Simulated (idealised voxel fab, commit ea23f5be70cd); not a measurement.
process module | voxel gate over fins
cross-section cut | 240 nm wide | cells 5 nm
A cross-section is a grid of square cells, given in bands from the top down. A band is one or more rows of cells.
Each band's line starts with the height of the band's top and of its bottom, in nm. Then come its materials from left to right, each with its width in nm. One material with "throughout" fills the band from edge to edge. "air" is empty space.
Height 0 is the level under which the wafer as received is all one material. The lowest band goes on downwards, as in "0 down".
A width such as "30 to 40" changes by the same amount from each row of cells to the next, from the band's top row to its bottom row.
"no change" after a step means that no cell of the cross-section changed.
closed voids: empty space of 8 cells or more with no open way to the top, each as width x height at its distance from the left edge, in nm
after a step's settings: what the simulator itself notes on the step
overlay nm, on a step with a mask: how far to the right of its planned place the mask lay; to the left if negative
plan
1 op RECEIVE | material Si
2 op CONFORMAL_DEP | material SiN | thk nm 5
3 op PATTERN | tone cover | mask id FINS | material resist | width nm 15 | pitch nm 40 | thk nm 15 | overlay nm 0
4 op DIRECTIONAL_ETCH | etch materials SiN | depth nm 5
5 op DIRECTIONAL_ETCH | etch materials Si | depth nm 30
6 op STRIP | etch materials resist
7 op OXIDIZE | depth nm 5
8 op FILL_DEP | material SiO2 | thk nm 15
9 op CMP | height nm 5
10 op SELECTIVE_ETCH | etch materials SiO2 | depth nm 15
11 op STRIP | etch materials SiN
12 op CONFORMAL_DEP | material HfO2 | thk nm 5
13 op CONFORMAL_DEP | material TiN | thk nm 5
14 op FILL_DEP | material W | thk nm 10
15 op CMP | height nm 15
16 op CONFORMAL_DEP | material SiN | thk nm 5
as received, after step 1
  0 down: Si throughout
  closed voids: none
a wafer at the end: this start, this plan, one mistake
  20 to 15: SiN throughout
  15 to 10: W throughout
  10 to 5: W 45 | TiN 30 | W 10 | TiN 30 | W 10 | TiN 30 | W 10 | TiN 30 | W 45
  5 to 0: W 45 | TiN 5 | HfO2 20 | TiN 5 | W 10 | TiN 5 | HfO2 20 | TiN 5 | W 10 | TiN 5 | HfO2 20 | TiN 5 | W 10 | TiN 5 | HfO2 20 | TiN 5 | W 45
  0 to -5: TiN 50 | HfO2 5 | Si 10 | HfO2 5 | TiN 20 | HfO2 5 | Si 10 | HfO2 5 | TiN 20 | HfO2 5 | Si 10 | HfO2 5 | TiN 20 | HfO2 5 | Si 10 | HfO2 5 | TiN 50
  -5 to -10: HfO2 55 | Si 10 | HfO2 30 | Si 10 | HfO2 30 | Si 10 | HfO2 30 | Si 10 | HfO2 55
  -10 to -35: SiO2 55 | Si 10 | SiO2 30 | Si 10 | SiO2 30 | Si 10 | SiO2 30 | Si 10 | SiO2 55
  -35 down: Si throughout
  closed voids: none
what went wrong: step 3 ran as: op PATTERN | tone cover | mask id FINS | material resist | width nm 20 | pitch nm 40 | thk nm 15 | overlay nm 0
